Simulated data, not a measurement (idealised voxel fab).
Process module in this document: voxel trench capacitor
255 nm wide, 5 nm square cells: that's cross-section cut.
A cross-section is a grid of square cells, given in bands from the top down. A band is one or more rows of cells.
Read a band's entry like this: the first values are the height of its top and the height of its bottom in nm, and what follows is the sequence of materials from left to right, each with its width in nm. Note that "blank" is empty space, and that a single material marked "all across" reaches across the band from edge to edge.
Heights are reckoned from 0. Under this level, the received wafer is all of one material. The bottommost band is open-ended downward, for example "from 0 down".
Width spec "30..40" -> top row of cells at first value, bottom row at second value, equal per-row change in between.
"remains unaltered" after a step means that no cell of the cross-section changed.
Cavities, closed: empty space of 8 cells or more with no open way to the top, each as width x height at its distance from the left edge, in nm
On each step's line, the part that comes after the settings is the simulator's own comment on the step.
If you see "overlay nm" on a step's line and that step has a mask, it's telling you how far right of where it was planned the mask ended up; a negative number means it went left instead.
**Here's what the planned process steps look like**
| 1 | RECEIVE with material Si |
| 2 | CONFORMAL_DEP with material SiN, thk nm 5 |
| 3 | DIRECTIONAL_DEP with material aC, thk nm 15 |
| 4 | PATTERN with tone open, mask id TRENCH, material resist, width nm 20, pitch nm 45, thk nm 30, overlay nm 0 |
| 5 | DIRECTIONAL_ETCH with etch materials aC, depth nm 15 |
| 6 | STRIP with etch materials resist |
| 7 | DIRECTIONAL_ETCH with etch materials SiN, depth nm 5 |
| 8 | DIRECTIONAL_ETCH with etch materials Si, depth nm 30 |
| 9 | STRIP with etch materials aC |
| 10 | CONFORMAL_DEP with material Al2O3, thk nm 5 |
| 11 | FILL_DEP with material polySi, thk nm 5 |
| 12 | CMP with height nm 5 |
**Cross-section, incoming material, after step 1**
- from 0 down = Si all across
- Cavities, closed: none
**The module was run from the start shown above using the plan shown above, but one mistake was made doing it; the resulting wafer cross-section is below**
- from 5 to 0 = 100 nm SiN / 5 nm Al2O3 / 5 nm polySi / 5 nm Al2O3 / 30 nm SiN / 5 nm Al2O3 / 5 nm polySi / 5 nm Al2O3 / 95 nm SiN
- from 0 to -25 = 100 nm Si / 5 nm Al2O3 / 5 nm polySi / 5 nm Al2O3 / 30 nm Si / 5 nm Al2O3 / 5 nm polySi / 5 nm Al2O3 / 95 nm Si
- from -25 to -30 = 100 nm Si / 15 nm Al2O3 / 30 nm Si / 15 nm Al2O3 / 95 nm Si
- from -30 down = Si all across
- Cavities, closed: none
Heads up, the wafer didn't run the way we planned it: step 4 ran as: PATTERN with tone open, mask id TRENCH, material resist, width nm 15, pitch nm 45, thk nm 30, overlay nm 0
